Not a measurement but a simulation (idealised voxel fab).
Presented below is a process module, voxel double patterning.
The cross-section shown here is cut; it is 160 nm wide and divided into square cells measuring 5 nm on a side.
Format of a cross-section: grid, square cells. Given as bands. Order: top down. Band: one or more rows of cells.
The band entry comprises the height of the band's top followed by the height of its bottom, expressed in nm, and subsequently the band's materials from left to right, each stated together with its width in nm. Where a single material is marked with the word "throughout", that material fills the band from edge to edge. The word "air" represents empty space.
Zero point of the height axis is 0; under it, received wafer = one material. Lowest band: continues down indefinitely, "0 down".
Top row gets the first number, bottom row gets the second, and each row in between changes by the same step: that is how a band width like "30->40" works.
"all unchanged" for a step: no cell of the cross-section changed in that step.
"Trapped void list" lists enclosed empty spaces (at least 8 cells, no open path upward to the top), each as width x height at distance from the left edge, in nm.
Step line, after settings: the simulator's comment on this step.
The setting "overlay nm" may be written on the line of a step. When the step uses a mask, the value reports how far to the right of the planned place the mask lay, and a negative value reports that it lay to the left.
Planned step list for the process
1) RECEIVE | material Si
2) CONFORMAL_DEP | material SiO2 | thk nm 10
3) DIRECTIONAL_DEP | material polySi | thk nm 15
4) DIRECTIONAL_DEP | material SiCN | thk nm 10
5) MASKED_ETCH | tone open | mask id FIRST | width nm 15 | pitch nm 50 | etch materials SiCN | depth nm 10 | overlay nm 0
6) DIRECTIONAL_DEP | material aC | thk nm 10
7) PATTERN | tone open | mask id SECOND | material resist | width nm 15 | pitch nm 50 | thk nm 25 | overlay nm 0
8) DIRECTIONAL_ETCH | etch materials aC | depth nm 10
9) STRIP | etch materials resist
10) DIRECTIONAL_ETCH | etch materials SiCN | depth nm 10
11) STRIP | etch materials aC
12) DIRECTIONAL_ETCH | etch materials polySi | depth nm 15
13) STRIP | etch materials SiCN
Incoming wafer in cross-section (state: after step 1)
	0 down | Si throughout
	Trapped void list: none
This is how the wafer looks in cross-section once the module is done, given the starting state and plan above and one mistake in carrying the plan out
	40 to 25 | 20 nm polySi  15 nm air  10 nm polySi  15 nm air  10 nm polySi  15 nm air  10 nm polySi  15 nm air  10 nm polySi  15 nm air  25 nm polySi
	25 to 10 | polySi throughout
	10 to 0 | SiO2 throughout
	0 down | Si throughout
	Trapped void list: none
Diagnosis: the plan had its step 3 run twice
